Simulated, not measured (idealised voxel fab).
Process module heading - voxel transistor to metal
170 nm wide, 5 nm square cells: that's cross-section cut.
Throughout this document, each cross-section is represented as a grid of square cells and is presented as a sequence of bands enumerated from the top downward, where a band comprises one or more rows of cells.
Band: top and bottom heights (nm) first, top before bottom; then materials from left to right, widths in nm. "edge to edge" marks a sole material filling the band edge to edge. "air" denotes empty space.
Heights from 0 (as-received wafer is one material below). Bottom band endless downward, as "z 0 and below".
When a width is written as two numbers, as in "30->40", the first number is the width in the top row of cells of the band and the second is the width in its bottom row, and the width changes by the same amount from each row to the next.
What does "changes: none" mean for a step? It means no cell of the cross-section changed in that step.
Look at "Closed cavity list" for the closed voids: empty spaces with no open path to the top, sized 8 cells or up. Each is width x height at distance, distance from the left edge, all nm.
If you see something after the settings on a step's line, that's the simulator's own remark about that step.
When a step includes a mask, the "overlay nm" setting on its line states how far to the right of its planned place that mask lay, and negative values state how far to the left.

Process steps - plan:
1: RECEIVE (material Si)
2: CONFORMAL_DEP (material SiO2; thk nm 5)
3: CONFORMAL_DEP (material SiN; thk nm 15)
4: DIRECTIONAL_DEP (material aC; thk nm 10)
5: PATTERN (tone cover; mask id ACTIVE; material resist; width nm 130; thk nm 30; overlay nm 0)
6: DIRECTIONAL_ETCH (etch materials aC; depth nm 10)
7: STRIP (etch materials resist)
8: DIRECTIONAL_ETCH (etch materials SiN; depth nm 15)
9: DIRECTIONAL_ETCH (etch materials SiO2; depth nm 5)
10: DIRECTIONAL_ETCH (etch materials Si; depth nm 30)
11: STRIP (etch materials aC)
12: OXIDIZE (depth nm 5)
13: FILL_DEP (material SiO2; thk nm 5)
14: CMP (height nm 20)
15: SELECTIVE_ETCH (etch materials SiO2; depth nm 5)
16: STRIP (etch materials SiN)
17: SELECTIVE_ETCH (etch materials SiO2; depth nm 5)
18: OXIDIZE (depth nm 5)
19: DIRECTIONAL_DEP (material polySi; thk nm 30)
20: DIRECTIONAL_DEP (material SiCN; thk nm 10)
21: MASKED_ETCH (tone cover; mask id GATE; width nm 30; etch materials SiCN; depth nm 20; overlay nm 0)
22: MASKED_ETCH (tone cover; mask id GATE; width nm 30; etch materials polySi; depth nm 40; overlay nm 0)
23: CONFORMAL_DEP (material SiO2; thk nm 5)
24: DIRECTIONAL_ETCH (etch materials SiO2; depth nm 5)
25: CONFORMAL_DEP (material SiN; thk nm 10)
26: DIRECTIONAL_ETCH (etch materials SiN; depth nm 10)
27: DIRECTIONAL_ETCH (etch materials SiO2; depth nm 5)
28: EPI (material pSi; thk nm 5)
29: FILL_DEP (material SiO2; thk nm 10)
30: CMP (height nm 30)
31: STRIP (etch materials polySi)
32: SELECTIVE_ETCH (etch materials SiO2; depth nm 5)
33: CONFORMAL_DEP (material HfO2; thk nm 5)
34: CONFORMAL_DEP (material TiN; thk nm 5)
35: FILL_DEP (material W; thk nm 10)
36: CMP (height nm 25)
37: DIRECTIONAL_DEP (material SiO2; thk nm 15)
38: MASKED_ETCH (tone open; mask id CONTACT; width nm 20; pitch nm 90; etch materials SiO2; depth nm 40; overlay nm 0)
39: CONFORMAL_DEP (material TiN; thk nm 5)
40: FILL_DEP (material Ru; thk nm 5)
41: CMP (height nm 40)
42: CONFORMAL_DEP (material SiN; thk nm 5)
43: DIRECTIONAL_DEP (material lowk; thk nm 15)
44: PATTERN (tone open; mask id METAL_1; material resist; width nm 20; pitch nm 90; thk nm 20; overlay nm 0)
45: DIRECTIONAL_ETCH (etch materials lowk; depth nm 15)
46: DIRECTIONAL_ETCH (etch materials SiN; depth nm 5)
47: STRIP (etch materials resist)
48: CONFORMAL_DEP (material TiN; thk nm 5)
49: FILL_DEP (material Cu; thk nm 5)
50: CMP (height nm 60)
51: CONFORMAL_DEP (material SiCN; thk nm 5)
52: DIRECTIONAL_DEP (material SiO2; thk nm 30)
53: PATTERN (tone open; mask id METAL_2; material resist; width nm 20; pitch nm 90; thk nm 20; overlay nm 0)
54: DIRECTIONAL_ETCH (etch materials SiO2; depth nm 20)
55: STRIP (etch materials resist)
56: DIRECTIONAL_DEP (material aC; thk nm 10)
57: PATTERN (tone open; mask id METAL_2_HOLES; material resist; width nm 15; pitch nm 90; thk nm 30; overlay nm 0)
58: DIRECTIONAL_ETCH (etch materials aC; depth nm 10)
59: STRIP (etch materials resist)
60: DIRECTIONAL_ETCH (etch materials SiO2; depth nm 10)
61: DIRECTIONAL_ETCH (etch materials SiCN; depth nm 5)
62: STRIP (etch materials aC)
63: CONFORMAL_DEP (material TiN; thk nm 5)
64: FILL_DEP (material Cu; thk nm 10)
65: CMP (height nm 95)
66: CONFORMAL_DEP (material SiCN; thk nm 5)

Here's what the wafer looked like in cross-section when it arrived - that's after step 1:
	z 0 and below | Si edge to edge
	Closed cavity list: none

End state of the module in cross-section, given the above starting point and plan and one mistake in execution:
	z 100 to 95 | SiCN edge to edge
	z 95 to 85 | SiO2 20 nm / TiN 5 nm / Cu 15->10 nm / TiN 5->10 nm / SiO2 65 nm / TiN 5 nm / Cu 15->10 nm / TiN 5->10 nm / SiO2 35 nm
	z 85 to 80 | SiO2 20 nm / TiN 5 nm / Cu 10 nm / TiN 5 nm / SiO2 70 nm / TiN 5 nm / Cu 10 nm / TiN 5 nm / SiO2 40 nm
	z 80 to 75 | SiO2 20 nm / TiN 20 nm / SiO2 70 nm / TiN 20 nm / SiO2 40 nm
	z 75 to 65 | SiO2 30 nm / TiN 10 nm / SiO2 80 nm / TiN 10 nm / SiO2 40 nm
	z 65 to 60 | SiCN 30 nm / TiN 10 nm / SiCN 80 nm / TiN 10 nm / SiCN 40 nm
	z 60 to 45 | lowk 30 nm / TiN 5 nm / Cu 10 nm / TiN 5 nm / lowk 70 nm / TiN 5 nm / Cu 10 nm / TiN 5 nm / lowk 30 nm
	z 45 to 40 | SiN 30 nm / TiN 20 nm / SiN 70 nm / TiN 20 nm / SiN 30 nm
	z 40 to 25 | SiO2 30 nm / TiN 5 nm / Ru 10 nm / TiN 5 nm / SiO2 70 nm / TiN 5 nm / Ru 10 nm / TiN 5 nm / SiO2 30 nm
	z 25 to 10 | SiO2 30 nm / TiN 5 nm / Ru 10 nm / TiN 5 nm / SiO2 5 nm / SiN 10 nm / HfO2 5 nm / TiN 5 nm / W 20 nm / TiN 5 nm / HfO2 5 nm / SiN 10 nm / SiO2 5 nm / TiN 5 nm / Ru 10 nm / TiN 5 nm / SiO2 30 nm
	z 10 to 5 | SiO2 20 nm / SiN 10 nm / TiN 5 nm / Ru 10 nm / TiN 5 nm / SiO2 5 nm / SiN 10 nm / HfO2 5 nm / TiN 5 nm / W 20 nm / TiN 5 nm / HfO2 5 nm / SiN 10 nm / SiO2 5 nm / TiN 5 nm / Ru 10 nm / TiN 5 nm / SiN 10 nm / SiO2 20 nm
	z 5 to 0 | SiO2 20 nm / SiN 10 nm / TiN 20 nm / SiO2 5 nm / SiN 10 nm / HfO2 5 nm / TiN 30 nm / HfO2 5 nm / SiN 10 nm / SiO2 5 nm / TiN 20 nm / SiN 10 nm / SiO2 20 nm
	z 0 to -5 | SiO2 30 nm / pSi 25 nm / SiO2 10 nm / HfO2 40 nm / SiO2 10 nm / pSi 25 nm / SiO2 30 nm
	z -5 to -35 | SiO2 25 nm / Si 120 nm / SiO2 25 nm
	z -35 and below | Si edge to edge
	Closed cavity list: none
Deviation noted in wafer processing: heads up, step 53 didn't go per plan, it actually ran as PATTERN (tone open; mask id METAL_2; material resist; width nm 20; pitch nm 90; thk nm 20; overlay nm -10)
